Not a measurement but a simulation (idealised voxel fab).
The document below concerns the process module designated voxel wiring stack.
It is cross-section cut that appears here, measuring 240 nm in width, its square cells being 5 nm in size.
Notation: cross-section as square-cell grid; stated in bands, top first, going down; one or more cell rows per band. It is stipulated that each band's entry specify, in nanometres, the height of the top of the band and then that of its bottom, followed by the materials of the band in left-to-right sequence, each together with its width in nanometres. A single material marked by the word "all across" is understood to fill the band from edge to edge; the word "air" is understood to denote empty space. It should be noted that heights are counted from 0, beneath which the wafer as supplied is of one material throughout, and that the lowest band possesses no lower boundary but continues downward, as written in "top 0, no bottom". Quick explanation for "30 to 40": the width changes in equal steps down the rows of cells, from the first number in the band's top row to the second number in its bottom row. It should be understood that the words "no change", when stated for a given step, signify that the cross-section underwent no change in any of its cells during that step. Empty spaces counting at least 8 cells and having no open way to the top are listed in "Trapped void list". The notation width x height at distance is used for each, the distance being from the left edge and all three values in nm. Whatever follows a step's settings on its line is a remark the simulator itself makes about that step. The setting "overlay nm" may be written on the line of a step. When the step uses a mask, the value reports how far to the right of the planned place the mask lay, and a negative value reports that it lay to the left.

## Here's what the planned process steps look like
1 RECEIVE (material Si)
2 CONFORMAL_DEP (material SiO2; thk nm 10)
3 CONFORMAL_DEP (material SiN; thk nm 5)
4 DIRECTIONAL_DEP (material lowk; thk nm 15)
5 DIRECTIONAL_DEP (material aC; thk nm 15)
6 PATTERN (tone open; mask id METAL_1; material resist; width nm 30; pitch nm 45; thk nm 35; overlay nm 0)
7 DIRECTIONAL_ETCH (etch materials aC; depth nm 15)
8 STRIP (etch materials resist)
9 DIRECTIONAL_ETCH (etch materials lowk; depth nm 15)
10 DIRECTIONAL_ETCH (etch materials SiN; depth nm 5)
11 STRIP (etch materials aC)
12 CONFORMAL_DEP (material TiN; thk nm 5)
13 FILL_DEP (material W; thk nm 10)
14 CMP (height nm 30)
15 EPI (material Ru; thk nm 5)
16 FILL_DEP (material SiCN; thk nm 5)
17 DIRECTIONAL_DEP (material SiO2; thk nm 10)
18 DIRECTIONAL_DEP (material aC; thk nm 15)
19 PATTERN (tone open; mask id PLUG_1; material resist; width nm 15; pitch nm 45; thk nm 30; overlay nm 0)
20 DIRECTIONAL_ETCH (etch materials aC; depth nm 15)
21 STRIP (etch materials resist)
22 DIRECTIONAL_ETCH (etch materials SiO2; depth nm 10)
23 DIRECTIONAL_ETCH (etch materials SiCN; depth nm 5)
24 STRIP (etch materials aC)
25 EPI (material Ru; thk nm 10)
26 EPI (material Ru; thk nm 5)
27 CONFORMAL_DEP (material SiN; thk nm 5)
28 DIRECTIONAL_DEP (material lowk; thk nm 25)
29 DIRECTIONAL_DEP (material aC; thk nm 10)
30 PATTERN (tone open; mask id METAL_2; material resist; width nm 30; pitch nm 45; thk nm 25; overlay nm 0)
31 DIRECTIONAL_ETCH (etch materials aC; depth nm 10)
32 STRIP (etch materials resist)
33 DIRECTIONAL_ETCH (etch materials lowk; depth nm 25)
34 DIRECTIONAL_ETCH (etch materials SiN; depth nm 5)
35 STRIP (etch materials aC)
36 CONFORMAL_DEP (material TiN; thk nm 5)
37 FILL_DEP (material W; thk nm 10)
38 CMP (height nm 80)
39 CONFORMAL_DEP (material SiCN; thk nm 5)

## The first of two wafers, run as planned

## Shown in cross-section is the wafer as received, that is, as it stands after step 1
- top 0, no bottom = Si all across
- Trapped void list: none

## Take a look at the wafer's cross-section after step 2
- top 10, bottom 0 = SiO2 all across
- Unchanged below 0.

## Take a look at the wafer's cross-section after step 3
- top 15, bottom 10 = SiN all across
- Unchanged below 10.

## Take a look at the wafer's cross-section after step 4
- top 30, bottom 15 = lowk all across
- Unchanged below 15.

## Take a look at the wafer's cross-section after step 5
- top 45, bottom 30 = aC all across
- Unchanged below 30.

## Take a look at the wafer's cross-section after step 6
- top 80, bottom 45 = 80 of resist  30 of air  15 of resist  30 of air  85 of resist
- Unchanged below 45.

## Take a look at the wafer's cross-section after step 7
- top 65, bottom 45 = 80 of resist  30 of air  15 of resist  30 of air  85 of resist
- top 45, bottom 30 = 80 of aC  30 of air  15 of aC  30 of air  85 of aC
- Unchanged below 30.

## Take a look at the wafer's cross-section after step 8
- top 45, bottom 30 = 80 of aC  30 of air  15 of aC  30 of air  85 of aC
- Unchanged below 30.

## Take a look at the wafer's cross-section after step 9
- top 45, bottom 30 = 80 of aC  30 of air  15 of aC  30 of air  85 of aC
- top 30, bottom 15 = 80 of lowk  30 of air  15 of lowk  30 of air  85 of lowk
- Unchanged below 15.

## Take a look at the wafer's cross-section after step 10
- top 45, bottom 30 = 80 of aC  30 of air  15 of aC  30 of air  85 of aC
- top 30, bottom 15 = 80 of lowk  30 of air  15 of lowk  30 of air  85 of lowk
- top 15, bottom 10 = 80 of SiN  30 of air  15 of SiN  30 of air  85 of SiN
- Unchanged below 10.

## Take a look at the wafer's cross-section after step 11
- top 30, bottom 15 = 80 of lowk  30 of air  15 of lowk  30 of air  85 of lowk
- Unchanged below 15.

## Take a look at the wafer's cross-section after step 12
- top 35, bottom 30 = 85 of TiN  20 of air  25 of TiN  20 of air  90 of TiN
- top 30, bottom 15 = 80 of lowk  5 of TiN  20 of air  5 of TiN  15 of lowk  5 of TiN  20 of air  5 of TiN  85 of lowk
- top 15, bottom 10 = 80 of SiN  30 of TiN  15 of SiN  30 of TiN  85 of SiN
- Unchanged below 10.

## Take a look at the wafer's cross-section after step 13
- top 45, bottom 35 = W all across
- top 35, bottom 30 = 85 of TiN  20 of W  25 of TiN  20 of W  90 of TiN
- top 30, bottom 15 = 80 of lowk  5 of TiN  20 of W  5 of TiN  15 of lowk  5 of TiN  20 of W  5 of TiN  85 of lowk
- Unchanged below 15.

## Take a look at the wafer's cross-section after step 14
- top 30, bottom 15 = 80 of lowk  5 of TiN  20 of W  5 of TiN  15 of lowk  5 of TiN  20 of W  5 of TiN  85 of lowk
- Unchanged below 15.

## Take a look at the wafer's cross-section after step 15
- top 35, bottom 30 = 75 of air  40 of Ru  5 of air  40 of Ru  80 of air
- Unchanged below 30.

## Take a look at the wafer's cross-section after step 16
- top 40, bottom 35 = SiCN all across
- top 35, bottom 30 = 75 of SiCN  40 of Ru  5 of SiCN  40 of Ru  80 of SiCN
- Unchanged below 30.

## Take a look at the wafer's cross-section after step 17
- top 50, bottom 40 = SiO2 all across
- Unchanged below 40.

## Take a look at the wafer's cross-section after step 18
- top 65, bottom 50 = aC all across
- Unchanged below 50.

## Take a look at the wafer's cross-section after step 19
- top 95, bottom 65 = 80 of resist  15 of air  30 of resist  15 of air  100 of resist
- Unchanged below 65.

## Take a look at the wafer's cross-section after step 20
- top 80, bottom 65 = 80 of resist  15 of air  30 of resist  15 of air  100 of resist
- top 65, bottom 50 = 80 of aC  15 of air  30 of aC  15 of air  100 of aC
- Unchanged below 50.

## Take a look at the wafer's cross-section after step 21
- top 65, bottom 50 = 80 of aC  15 of air  30 of aC  15 of air  100 of aC
- Unchanged below 50.

## Take a look at the wafer's cross-section after step 22
- top 65, bottom 50 = 80 of aC  15 of air  30 of aC  15 of air  100 of aC
- top 50, bottom 40 = 80 of SiO2  15 of air  30 of SiO2  15 of air  100 of SiO2
- Unchanged below 40.

## Take a look at the wafer's cross-section after step 23
- top 65, bottom 50 = 80 of aC  15 of air  30 of aC  15 of air  100 of aC
- top 50, bottom 40 = 80 of SiO2  15 of air  30 of SiO2  15 of air  100 of SiO2
- top 40, bottom 35 = 80 of SiCN  15 of air  30 of SiCN  15 of air  100 of SiCN
- Unchanged below 35.

## Take a look at the wafer's cross-section after step 24
- top 50, bottom 40 = 80 of SiO2  15 of air  30 of SiO2  15 of air  100 of SiO2
- Unchanged below 40.

## Take a look at the wafer's cross-section after step 25
- top 50, bottom 45 = 80 of SiO2  15 of air  30 of SiO2  15 of air  100 of SiO2
- top 45, bottom 40 = 80 of SiO2  15 of Ru  30 of SiO2  15 of Ru  100 of SiO2
- top 40, bottom 30 = 80 to 75 of SiCN  15 to 40 of Ru  30 to 5 of SiCN  15 to 40 of Ru  100 to 80 of SiCN
- Unchanged below 30.

## Take a look at the wafer's cross-section after step 26
- top 50, bottom 40 = 80 of SiO2  15 of Ru  30 of SiO2  15 of Ru  100 of SiO2
- Unchanged below 40.

## Take a look at the wafer's cross-section after step 27
- top 55, bottom 50 = SiN all across
- Unchanged below 50.

## Take a look at the wafer's cross-section after step 28
- top 80, bottom 55 = lowk all across
- Unchanged below 55.

## Take a look at the wafer's cross-section after step 29
- top 90, bottom 80 = aC all across
- Unchanged below 80.

## Take a look at the wafer's cross-section after step 30
- top 115, bottom 90 = 80 of resist  30 of air  15 of resist  30 of air  85 of resist
- Unchanged below 90.

## Take a look at the wafer's cross-section after step 31
- top 105, bottom 90 = 80 of resist  30 of air  15 of resist  30 of air  85 of resist
- top 90, bottom 80 = 80 of aC  30 of air  15 of aC  30 of air  85 of aC
- Unchanged below 80.

## Take a look at the wafer's cross-section after step 32
- top 90, bottom 80 = 80 of aC  30 of air  15 of aC  30 of air  85 of aC
- Unchanged below 80.

## Take a look at the wafer's cross-section after step 33
- top 90, bottom 80 = 80 of aC  30 of air  15 of aC  30 of air  85 of aC
- top 80, bottom 55 = 80 of lowk  30 of air  15 of lowk  30 of air  85 of lowk
- Unchanged below 55.

## Take a look at the wafer's cross-section after step 34
- top 90, bottom 80 = 80 of aC  30 of air  15 of aC  30 of air  85 of aC
- top 80, bottom 55 = 80 of lowk  30 of air  15 of lowk  30 of air  85 of lowk
- top 55, bottom 50 = 80 of SiN  30 of air  15 of SiN  30 of air  85 of SiN
- Unchanged below 50.

## Take a look at the wafer's cross-section after step 35
- top 80, bottom 55 = 80 of lowk  30 of air  15 of lowk  30 of air  85 of lowk
- Unchanged below 55.

## Take a look at the wafer's cross-section after step 36
- top 85, bottom 80 = 85 of TiN  20 of air  25 of TiN  20 of air  90 of TiN
- top 80, bottom 55 = 80 of lowk  5 of TiN  20 of air  5 of TiN  15 of lowk  5 of TiN  20 of air  5 of TiN  85 of lowk
- top 55, bottom 50 = 80 of SiN  30 of TiN  15 of SiN  30 of TiN  85 of SiN
- Unchanged below 50.

## Take a look at the wafer's cross-section after step 37
- top 95, bottom 85 = W all across
- top 85, bottom 80 = 85 of TiN  20 of W  25 of TiN  20 of W  90 of TiN
- top 80, bottom 55 = 80 of lowk  5 of TiN  20 of W  5 of TiN  15 of lowk  5 of TiN  20 of W  5 of TiN  85 of lowk
- Unchanged below 55.

## Take a look at the wafer's cross-section after step 38
- top 80, bottom 55 = 80 of lowk  5 of TiN  20 of W  5 of TiN  15 of lowk  5 of TiN  20 of W  5 of TiN  85 of lowk
- Unchanged below 55.

## Take a look at the wafer's cross-section after step 39
- top 85, bottom 80 = SiCN all across
- Unchanged below 80.

## Now the other wafer: same start, same recipe, but we messed up one thing when running it. Up to and including step 1 it's the same as the first one

## The second wafer cut through, at the time step 2 was supposed to be finished
- top 5, bottom 0 = SiN all across
- Unchanged below 0.

## The second wafer cut through, at the time step 3 was supposed to be finished
- top 15, bottom 5 = SiO2 all across
- Unchanged below 5.

## The second wafer cut through, at the time step 4 was supposed to be finished
- top 30, bottom 15 = lowk all across
- Unchanged below 15.

## The second wafer cut through, at the time step 5 was supposed to be finished
- top 45, bottom 30 = aC all across
- Unchanged below 30.

## The second wafer cut through, at the time step 6 was supposed to be finished
- top 80, bottom 45 = 80 of resist  30 of air  15 of resist  30 of air  85 of resist
- Unchanged below 45.

## The second wafer cut through, at the time step 7 was supposed to be finished
- top 65, bottom 45 = 80 of resist  30 of air  15 of resist  30 of air  85 of resist
- top 45, bottom 30 = 80 of aC  30 of air  15 of aC  30 of air  85 of aC
- Unchanged below 30.

## The second wafer cut through, at the time step 8 was supposed to be finished
- top 45, bottom 30 = 80 of aC  30 of air  15 of aC  30 of air  85 of aC
- Unchanged below 30.

## The second wafer cut through, at the time step 9 was supposed to be finished
- top 45, bottom 30 = 80 of aC  30 of air  15 of aC  30 of air  85 of aC
- top 30, bottom 15 = 80 of lowk  30 of air  15 of lowk  30 of air  85 of lowk
- Unchanged below 15.

The second wafer cut through, at the time step 10 was supposed to be finished: no change

## The second wafer cut through, at the time step 11 was supposed to be finished
- top 30, bottom 15 = 80 of lowk  30 of air  15 of lowk  30 of air  85 of lowk
- Unchanged below 15.

## The second wafer cut through, at the time step 12 was supposed to be finished
- top 35, bottom 30 = 85 of TiN  20 of air  25 of TiN  20 of air  90 of TiN
- top 30, bottom 20 = 80 of lowk  5 of TiN  20 of air  5 of TiN  15 of lowk  5 of TiN  20 of air  5 of TiN  85 of lowk
- top 20, bottom 15 = 80 of lowk  30 of TiN  15 of lowk  30 of TiN  85 of lowk
- Unchanged below 15.

## The second wafer cut through, at the time step 13 was supposed to be finished
- top 45, bottom 35 = W all across
- top 35, bottom 30 = 85 of TiN  20 of W  25 of TiN  20 of W  90 of TiN
- top 30, bottom 20 = 80 of lowk  5 of TiN  20 of W  5 of TiN  15 of lowk  5 of TiN  20 of W  5 of TiN  85 of lowk
- Unchanged below 20.

## The second wafer cut through, at the time step 14 was supposed to be finished
- top 30, bottom 20 = 80 of lowk  5 of TiN  20 of W  5 of TiN  15 of lowk  5 of TiN  20 of W  5 of TiN  85 of lowk
- Unchanged below 20.

## The second wafer cut through, at the time step 15 was supposed to be finished
- top 35, bottom 30 = 75 of air  40 of Ru  5 of air  40 of Ru  80 of air
- Unchanged below 30.

## The second wafer cut through, at the time step 16 was supposed to be finished
- top 40, bottom 35 = SiCN all across
- top 35, bottom 30 = 75 of SiCN  40 of Ru  5 of SiCN  40 of Ru  80 of SiCN
- Unchanged below 30.

## The second wafer cut through, at the time step 17 was supposed to be finished
- top 50, bottom 40 = SiO2 all across
- Unchanged below 40.

## The second wafer cut through, at the time step 18 was supposed to be finished
- top 65, bottom 50 = aC all across
- Unchanged below 50.

## The second wafer cut through, at the time step 19 was supposed to be finished
- top 95, bottom 65 = 80 of resist  15 of air  30 of resist  15 of air  100 of resist
- Unchanged below 65.

## The second wafer cut through, at the time step 20 was supposed to be finished
- top 80, bottom 65 = 80 of resist  15 of air  30 of resist  15 of air  100 of resist
- top 65, bottom 50 = 80 of aC  15 of air  30 of aC  15 of air  100 of aC
- Unchanged below 50.

## The second wafer cut through, at the time step 21 was supposed to be finished
- top 65, bottom 50 = 80 of aC  15 of air  30 of aC  15 of air  100 of aC
- Unchanged below 50.

## The second wafer cut through, at the time step 22 was supposed to be finished
- top 65, bottom 50 = 80 of aC  15 of air  30 of aC  15 of air  100 of aC
- top 50, bottom 40 = 80 of SiO2  15 of air  30 of SiO2  15 of air  100 of SiO2
- Unchanged below 40.

## The second wafer cut through, at the time step 23 was supposed to be finished
- top 65, bottom 50 = 80 of aC  15 of air  30 of aC  15 of air  100 of aC
- top 50, bottom 40 = 80 of SiO2  15 of air  30 of SiO2  15 of air  100 of SiO2
- top 40, bottom 35 = 80 of SiCN  15 of air  30 of SiCN  15 of air  100 of SiCN
- Unchanged below 35.

## The second wafer cut through, at the time step 24 was supposed to be finished
- top 50, bottom 40 = 80 of SiO2  15 of air  30 of SiO2  15 of air  100 of SiO2
- Unchanged below 40.

## The second wafer cut through, at the time step 25 was supposed to be finished
- top 50, bottom 45 = 80 of SiO2  15 of air  30 of SiO2  15 of air  100 of SiO2
- top 45, bottom 40 = 80 of SiO2  15 of Ru  30 of SiO2  15 of Ru  100 of SiO2
- top 40, bottom 30 = 80 to 75 of SiCN  15 to 40 of Ru  30 to 5 of SiCN  15 to 40 of Ru  100 to 80 of SiCN
- Unchanged below 30.

## The second wafer cut through, at the time step 26 was supposed to be finished
- top 50, bottom 40 = 80 of SiO2  15 of Ru  30 of SiO2  15 of Ru  100 of SiO2
- Unchanged below 40.

## The second wafer cut through, at the time step 27 was supposed to be finished
- top 55, bottom 50 = SiN all across
- Unchanged below 50.

## The second wafer cut through, at the time step 28 was supposed to be finished
- top 80, bottom 55 = lowk all across
- Unchanged below 55.

## The second wafer cut through, at the time step 29 was supposed to be finished
- top 90, bottom 80 = aC all across
- Unchanged below 80.

## The second wafer cut through, at the time step 30 was supposed to be finished
- top 115, bottom 90 = 80 of resist  30 of air  15 of resist  30 of air  85 of resist
- Unchanged below 90.

## The second wafer cut through, at the time step 31 was supposed to be finished
- top 105, bottom 90 = 80 of resist  30 of air  15 of resist  30 of air  85 of resist
- top 90, bottom 80 = 80 of aC  30 of air  15 of aC  30 of air  85 of aC
- Unchanged below 80.

## The second wafer cut through, at the time step 32 was supposed to be finished
- top 90, bottom 80 = 80 of aC  30 of air  15 of aC  30 of air  85 of aC
- Unchanged below 80.

## The second wafer cut through, at the time step 33 was supposed to be finished
- top 90, bottom 80 = 80 of aC  30 of air  15 of aC  30 of air  85 of aC
- top 80, bottom 55 = 80 of lowk  30 of air  15 of lowk  30 of air  85 of lowk
- Unchanged below 55.

## The second wafer cut through, at the time step 34 was supposed to be finished
- top 90, bottom 80 = 80 of aC  30 of air  15 of aC  30 of air  85 of aC
- top 80, bottom 55 = 80 of lowk  30 of air  15 of lowk  30 of air  85 of lowk
- top 55, bottom 50 = 80 of SiN  30 of air  15 of SiN  30 of air  85 of SiN
- Unchanged below 50.

## The second wafer cut through, at the time step 35 was supposed to be finished
- top 80, bottom 55 = 80 of lowk  30 of air  15 of lowk  30 of air  85 of lowk
- Unchanged below 55.

## The second wafer cut through, at the time step 36 was supposed to be finished
- top 85, bottom 80 = 85 of TiN  20 of air  25 of TiN  20 of air  90 of TiN
- top 80, bottom 55 = 80 of lowk  5 of TiN  20 of air  5 of TiN  15 of lowk  5 of TiN  20 of air  5 of TiN  85 of lowk
- top 55, bottom 50 = 80 of SiN  30 of TiN  15 of SiN  30 of TiN  85 of SiN
- Unchanged below 50.

## The second wafer cut through, at the time step 37 was supposed to be finished
- top 95, bottom 85 = W all across
- top 85, bottom 80 = 85 of TiN  20 of W  25 of TiN  20 of W  90 of TiN
- top 80, bottom 55 = 80 of lowk  5 of TiN  20 of W  5 of TiN  15 of lowk  5 of TiN  20 of W  5 of TiN  85 of lowk
- Unchanged below 55.

## The second wafer cut through, at the time step 38 was supposed to be finished
- top 80, bottom 55 = 80 of lowk  5 of TiN  20 of W  5 of TiN  15 of lowk  5 of TiN  20 of W  5 of TiN  85 of lowk
- Unchanged below 55.

## The second wafer cut through, at the time step 39 was supposed to be finished
- top 85, bottom 80 = SiCN all across
- Unchanged below 80.
It is concluded that the wafer was processed incorrectly with respect to the plan, in that the processing plan was not followed for steps 2 and 3, which were run with their positions exchanged
Final difference in cells, second wafer against first, listed per material as more or fewer: 12 more of SiN | 4 fewer of TiN | 8 fewer of W
